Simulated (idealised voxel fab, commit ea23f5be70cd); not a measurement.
The process module that follows is named voxel self aligned vias.
The figure presents cross-section cut, which has a width of 235 nm and is divided into square cells with an edge length of 5 nm.
Cross-section, as written here: a square-cell grid given band by band from the top down, where a band holds one or more rows of cells. Within each band entry, the heights of the top and of the bottom of the band appear first, in that order and in nm; the materials of the band then follow from left to right, each with its corresponding width in nm. The designation "everywhere" on a single material indicates that it fills the band from edge to edge; the designation "blank" indicates empty space. Heights from 0 (as-received wafer is one material below). Bottom band endless downward, as "0..down". Width "30..40": first value at the band's top row of cells, second value at its bottom row, equal change from row to row. Where a step carries "nothing changed", the cross-section came out of it unchanged, cell for cell. Each empty space that has no open way to the top and spans at least 8 cells appears under "Sealed internal voids" as width x height at distance, the distance counted from the left edge, all in nm. Anything after a step's settings on that line? It's the simulator's own note about the step. The "overlay nm" setting may appear on a step's line; for a step that uses a mask, it gives how far to the right of its planned position the mask lay, and a negative value indicates the left.

-- Planned step list for the process
- 1: RECEIVE (material Si)
- 2: CONFORMAL_DEP (material SiO2; thk nm 10)
- 3: CONFORMAL_DEP (material SiCN; thk nm 5)
- 4: DIRECTIONAL_DEP (material lowk; thk nm 25)
- 5: DIRECTIONAL_DEP (material aC; thk nm 15)
- 6: PATTERN (tone open; mask id LINES; material resist; width nm 20; pitch nm 50; thk nm 35; overlay nm 0)
- 7: DIRECTIONAL_ETCH (etch materials aC; depth nm 15)
- 8: STRIP (etch materials resist)
- 9: DIRECTIONAL_ETCH (etch materials lowk; depth nm 25)
- 10: STRIP (etch materials aC)
- 11: CONFORMAL_DEP (material TiN; thk nm 5)
- 12: FILL_DEP (material Ru; thk nm 5)
- 13: CMP (height nm 40)
- 14: SELECTIVE_ETCH (etch materials W Ru TiN; depth nm 5)
- 15: FILL_DEP (material SiN; thk nm 5)
- 16: CMP (height nm 40)
- 17: DIRECTIONAL_DEP (material lowk; thk nm 20)
- 18: DIRECTIONAL_DEP (material aC; thk nm 15)
- 19: PATTERN (tone open; mask id VIAS; material resist; width nm 30; thk nm 30; overlay nm 0)
- 20: DIRECTIONAL_ETCH (etch materials aC; depth nm 15)
- 21: STRIP (etch materials resist)
- 22: DIRECTIONAL_ETCH (etch materials lowk; depth nm 20)
- 23: DIRECTIONAL_ETCH (etch materials SiN; depth nm 5)
- 24: STRIP (etch materials aC)
- 25: CONFORMAL_DEP (material TiN; thk nm 5)
- 26: FILL_DEP (material Ru; thk nm 5)
- 27: CMP (height nm 60)
- 28: CONFORMAL_DEP (material SiCN; thk nm 5)

-- Wafer as received: cross-section following step 1
- 0..down  Si everywhere
- Sealed internal voids: none

-- First of two wafers, end-of-module section, run followed plan
- 65..60  SiCN everywhere
- 60..45  lowk 75 nm  TiN 5 nm  Ru 20 nm  TiN 5 nm  lowk 130 nm
- 45..40  lowk 75 nm  TiN 10 nm  Ru 10 nm  TiN 10 nm  lowk 130 nm
- 40..35  lowk 80 nm  TiN 20 nm  lowk 30 nm  SiN 20 nm  lowk 85 nm
- 35..20  lowk 80 nm  TiN 5 nm  Ru 10 nm  TiN 5 nm  lowk 30 nm  TiN 5 nm  Ru 10 nm  TiN 5 nm  lowk 85 nm
- 20..15  lowk 80 nm  TiN 20 nm  lowk 30 nm  TiN 20 nm  lowk 85 nm
- 15..10  SiCN everywhere
- 10..0  SiO2 everywhere
- 0..down  Si everywhere
- Sealed internal voids: none

-- Here's the second of our two wafers sectioned at module end. Same start as the first, same plan, but one mistake got made running it
- 65..60  SiCN everywhere
- 60..45  lowk 75 nm  TiN 5 nm  Ru 20 nm  TiN 5 nm  lowk 130 nm
- 45..40  lowk 75 nm  TiN 10 nm  Ru 10 nm  TiN 10 nm  lowk 130 nm
- 40..35  lowk 80 nm  TiN 20 nm  lowk 30 nm  SiN 20 nm  lowk 85 nm
- 35..25  lowk 80 nm  TiN 5 nm  Ru 10 nm  TiN 5 nm  lowk 30 nm  TiN 5 nm  Ru 10 nm  TiN 5 nm  lowk 85 nm
- 25..20  lowk 80 nm  TiN 20 nm  lowk 30 nm  TiN 20 nm  lowk 85 nm
- 20..15  SiCN everywhere
- 15..0  SiO2 everywhere
- 0..down  Si everywhere
- Sealed internal voids: none
Diagnosis: note that step 2 departed from the planned setting and was carried out as CONFORMAL_DEP (material SiO2; thk nm 15)
Upon completion, the second wafer contains, in terms of cells, a greater or smaller amount of certain materials than the first wafer: Ru -4, SiO2 +47, TiN -4, lowk -39
